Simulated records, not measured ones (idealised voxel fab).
You're looking at the process module voxel ribs on slabs.
Section cut is 155 nm wide and gridded with 5 nm square cells.
How to read a cross-section here: the picture is a grid of square cells, written as bands going from the top down, and any band can span one or more rows of cells.
This entry defines a band. It first specifies the height of the band's top and the height of its bottom in nm, and then specifies the band's materials from left to right, stating each material with its width in nm. The word "everywhere" identifies a single material that fills the band from edge to edge, while the word "empty" identifies empty space.
Height reference: 0 = level under which incoming wafer is all one material. Lowest band: no bottom, runs on downward, e.g. "0 nm and below".
Graded width ("30 to 40"): value in top row of band = first number; value in bottom row = second number; row-to-row change constant.
What does "changes: none" mean for a step? It means no cell of the cross-section changed in that step.
If an empty space has no open way to the top and is at least 8 cells in size, "Closed void table" lists it, written width x height at distance, where distance is measured from the left edge and every value is in nm.
That trailing text on a step's line, after the settings, is the simulator's own remark on the step.
overlay nm: for a step with a mask, the amount by which the mask lay right of where it was planned; a negative amount means left of it.
Steps in the process plan
| 1 | RECEIVE | material Si |
| 2 | DIRECTIONAL_DEP | material SiO2 | thk nm 25 |
| 3 | DIRECTIONAL_DEP | material SiN | thk nm 20 |
| 4 | DIRECTIONAL_DEP | material aC | thk nm 15 |
| 5 | PATTERN | tone cover | mask id RIB | material resist | width nm 30 | thk nm 35 | overlay nm 0 |
| 6 | DIRECTIONAL_ETCH | etch materials aC | depth nm 15 |
| 7 | STRIP | etch materials resist |
| 8 | DIRECTIONAL_ETCH | etch materials SiN | depth nm 10 |
| 9 | STRIP | etch materials aC |
| 10 | DIRECTIONAL_DEP | material aC | thk nm 15 |
| 11 | PATTERN | tone cover | mask id SLAB | material resist | width nm 60 | thk nm 30 | overlay nm 0 |
| 12 | DIRECTIONAL_ETCH | etch materials aC | depth nm 15 |
| 13 | STRIP | etch materials resist |
| 14 | DIRECTIONAL_ETCH | etch materials SiN | depth nm 10 |
| 15 | STRIP | etch materials aC |
| 16 | FILL_DEP | material SiO2 | thk nm 20 |
| 17 | CMP | height nm 55 |
| 18 | DIRECTIONAL_DEP | material TiN | thk nm 10 |
| 19 | PATTERN | tone cover | mask id HEATER | material resist | width nm 40 | thk nm 20 | overlay nm 0 |
| 20 | DIRECTIONAL_ETCH | etch materials TiN | depth nm 10 |
| 21 | STRIP | etch materials resist |
| 22 | CONFORMAL_DEP | material SiN | thk nm 5 |
Cross-section of the wafer upon arrival, representing the state reached after step 1
- 0 nm and below: Si everywhere
- Closed void table: none
First of two wafers, end-of-module section, run followed plan
- 70 nm to 65 nm: empty 50; SiN 50; empty 55
- 65 nm to 60 nm: empty 50; SiN 5; TiN 40; SiN 5; empty 55
- 60 nm to 55 nm: SiN 55; TiN 40; SiN 60
- 55 nm to 45 nm: SiO2 everywhere
- 45 nm to 35 nm: SiO2 60; SiN 30; SiO2 65
- 35 nm to 25 nm: SiO2 45; SiN 60; SiO2 50
- 25 nm to 0 nm: SiO2 everywhere
- 0 nm and below: Si everywhere
- Closed void table: none
Second of two wafers, module complete, sectioned: it shares the first wafer's start and plan but was run with one mistake
- 70 nm to 65 nm: empty 50; SiN 50; empty 55
- 65 nm to 60 nm: empty 50; SiN 5; TiN 40; SiN 5; empty 55
- 60 nm to 55 nm: SiN 55; TiN 40; SiN 60
- 55 nm to 35 nm: SiO2 everywhere
- 35 nm to 25 nm: SiN 45; SiO2 15; SiN 30; SiO2 15; SiN 50
- 25 nm to 0 nm: SiO2 everywhere
- 0 nm and below: Si everywhere
- Closed void table: none
What went wrong in running the wafer? step 11 off recipe, ran as PATTERN | tone open | mask id SLAB | material resist | width nm 60 | thk nm 30 | overlay nm 0
Final difference in cells, second wafer against first, listed per material as more or fewer: 14 more of SiN, 14 fewer of SiO2
